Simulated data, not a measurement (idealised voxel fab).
The name of this process module is voxel capacitor over wiring.
Shown is cross-section cut, with a width of 205 nm and square cells of size 5 nm.
A cross-section is written here as square cells arranged in a grid, and it is given in bands from the top down, each band taking up one or more rows of cells.
Each band's line starts with the height of the band's top and of its bottom, in nm. Then come its materials from left to right, each with its width in nm. One material with "edge to edge" fills the band from edge to edge. "empty" is empty space.
Height 0 is the level under which the wafer as received is all one material. The lowest band goes on downwards, as in "0..down".
Read "30..40" as a graded width: first number on top, second number at the bottom, same change between each pair of neighbouring rows.
A step reported as "remained unchanged" is a step in which no cell of the cross-section changed.
The entry titled "Closed void roster" provides the empty spaces that have no open way to the top, restricted to those of 8 cells or more. Each is presented as width x height at distance, the distance being measured from the left edge, with all three in nm.
Anything after a step's settings on that line? It's the simulator's own note about the step.
Regarding "overlay nm": on a step with a mask, it is the distance the mask lay to the right of its planned place; a negative value places it to the left.
[Here's what the planned process steps look like]
- 1: RECEIVE (material Si)
- 2: CONFORMAL_DEP (material SiO2; thk nm 10)
- 3: CONFORMAL_DEP (material SiCN; thk nm 5)
- 4: DIRECTIONAL_DEP (material SiO2; thk nm 25)
- 5: PATTERN (tone open; mask id METAL_1; material resist; width nm 20; pitch nm 85; thk nm 15; overlay nm 0)
- 6: DIRECTIONAL_ETCH (etch materials SiO2; depth nm 25)
- 7: DIRECTIONAL_ETCH (etch materials SiCN; depth nm 5)
- 8: STRIP (etch materials resist)
- 9: CONFORMAL_DEP (material TiN; thk nm 5)
- 10: FILL_DEP (material Cu; thk nm 10)
- 11: CMP (height nm 40)
- 12: CONFORMAL_DEP (material SiCN; thk nm 5)
- 13: DIRECTIONAL_DEP (material SiO2; thk nm 20)
- 14: DIRECTIONAL_DEP (material aC; thk nm 15)
- 15: PATTERN (tone open; mask id PLUG_1; material resist; width nm 15; thk nm 30; overlay nm 0)
- 16: DIRECTIONAL_ETCH (etch materials aC; depth nm 15)
- 17: STRIP (etch materials resist)
- 18: DIRECTIONAL_ETCH (etch materials SiO2; depth nm 20)
- 19: DIRECTIONAL_ETCH (etch materials SiCN; depth nm 5)
- 20: STRIP (etch materials aC)
- 21: EPI (material Ru; thk nm 10)
- 22: EPI (material Ru; thk nm 10)
- 23: EPI (material Ru; thk nm 5)
- 24: DIRECTIONAL_DEP (material TiN; thk nm 5)
- 25: DIRECTIONAL_DEP (material Al2O3; thk nm 5)
- 26: DIRECTIONAL_DEP (material TiN; thk nm 5)
- 27: MASKED_ETCH (tone cover; mask id UPPER_PLATE; width nm 70; etch materials TiN; depth nm 5; overlay nm 0)
- 28: MASKED_ETCH (tone cover; mask id UPPER_PLATE; width nm 70; etch materials Al2O3; depth nm 5; overlay nm 0)
- 29: MASKED_ETCH (tone cover; mask id LOWER_PLATE; width nm 80; etch materials TiN; depth nm 5; overlay nm 0)
- 30: FILL_DEP (material SiO2; thk nm 15)
- 31: CMP (height nm 90)
- 32: DIRECTIONAL_DEP (material aC; thk nm 15)
- 33: PATTERN (tone open; mask id PLUG_2; material resist; width nm 15; thk nm 35; overlay nm 0)
- 34: DIRECTIONAL_ETCH (etch materials aC; depth nm 15)
- 35: STRIP (etch materials resist)
- 36: DIRECTIONAL_ETCH (etch materials SiO2; depth nm 10)
- 37: STRIP (etch materials aC)
- 38: CONFORMAL_DEP (material TiN; thk nm 5)
- 39: FILL_DEP (material Cu; thk nm 5)
- 40: CMP (height nm 90)
- 41: CONFORMAL_DEP (material SiCN; thk nm 5)
[So this is the incoming wafer in cross-section - it's already been through step 1]
    0..down: Si edge to edge
    Closed void roster: none
[Cross-section at module end, one run error; start and plan unchanged from above]
    95..90: SiCN edge to edge
    90..85: SiO2: 65, TiN: 5, Cu: 5, TiN: 5, SiO2: 125
    85..75: SiO2: 65..55, TiN: 15..70, SiO2: 125..80
    75..70: SiO2: 55, Al2O3: 70, SiO2: 80
    70..65: SiO2: 50, TiN: 80, SiO2: 75
    65..45: SiO2: 55, Ru: 15, SiO2: 135
    45..40: SiCN: 55, Ru: 15, SiCN: 135
    40..35: SiCN: 50, TiN: 20, SiCN: 65, TiN: 20, SiCN: 50
    35..0: SiO2 edge to edge
    0..down: Si edge to edge
    Closed void roster: none
The mistake made against the process plan was this: it was found that steps 3 and 4 of the process plan had been performed in exchanged positions
